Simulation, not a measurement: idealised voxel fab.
process module | voxel gate over fins
cross-section cut | 240 nm wide | cells 5 nm
A cross-section is a grid of square cells, given in bands from the top down. A band is one or more rows of cells.
Each band's line starts with the height of the band's top and of its bottom, in nm. Then come its materials from left to right, each with its width in nm. One material with "throughout" fills the band from edge to edge. "air" is empty space.
Height 0 is the level under which the wafer as received is all one material. The lowest band goes on downwards, as in "0 down".
A width such as "30 to 40" changes by the same amount from each row of cells to the next, from the band's top row to its bottom row.
"no change" after a step means that no cell of the cross-section changed.
closed voids: empty space of 8 cells or more with no open way to the top, each as width x height at its distance from the left edge, in nm
after a step's settings: what the simulator itself notes on the step
overlay nm, on a step with a mask: how far to the right of its planned place the mask lay; to the left if negative
plan
1 op RECEIVE | material Si
2 op CONFORMAL_DEP | material SiN | thk nm 5
3 op PATTERN | tone cover | mask id FINS | material resist | width nm 15 | pitch nm 60 | thk nm 20 | overlay nm 0
4 op DIRECTIONAL_ETCH | etch materials SiN | depth nm 5
5 op DIRECTIONAL_ETCH | etch materials Si | depth nm 40
6 op STRIP | etch materials resist
7 op FILL_DEP | material SiO2 | thk nm 10
8 op CMP | height nm 5
9 op MASKED_ETCH | tone open | mask id RAIL | width nm 15 | etch materials SiO2 | depth nm 40 | overlay nm 0
10 op CONFORMAL_DEP | material TiN | thk nm 5
11 op FILL_DEP | material W | thk nm 10
12 op CMP | height nm 5
13 op SELECTIVE_ETCH | etch materials W Ru TiN | depth nm 30
14 op FILL_DEP | material SiO2 | thk nm 5
15 op CMP | height nm 5
16 op SELECTIVE_ETCH | etch materials SiO2 | depth nm 20
17 op STRIP | etch materials SiN
18 op CONFORMAL_DEP | material HfO2 | thk nm 5
19 op CONFORMAL_DEP | material TiN | thk nm 5
20 op FILL_DEP | material W | thk nm 10
21 op CMP | height nm 15
22 op CONFORMAL_DEP | material SiN | thk nm 10
varied across the wafers: width nm of step 9. The plan shows the first wafer's value. All wafers start alike
first wafer as received, after step 1
  0 down: Si throughout
  closed voids: none
each wafer at the end: cells of each material gained (+) or lost (-) since it was received, then its closed voids
width nm 15 | +72 HfO2 | -288 Si | +96 SiN | +174 SiO2 | +77 TiN | +109 W | closed voids: none
width nm 20 | +72 HfO2 | -288 Si | +96 SiN | +172 SiO2 | +78 TiN | +110 W | closed voids: none
width nm 25 | +72 HfO2 | -288 Si | +96 SiN | +170 SiO2 | +79 TiN | +111 W | closed voids: none
width nm 30 | +72 HfO2 | -288 Si | +96 SiN | +168 SiO2 | +80 TiN | +112 W | closed voids: none
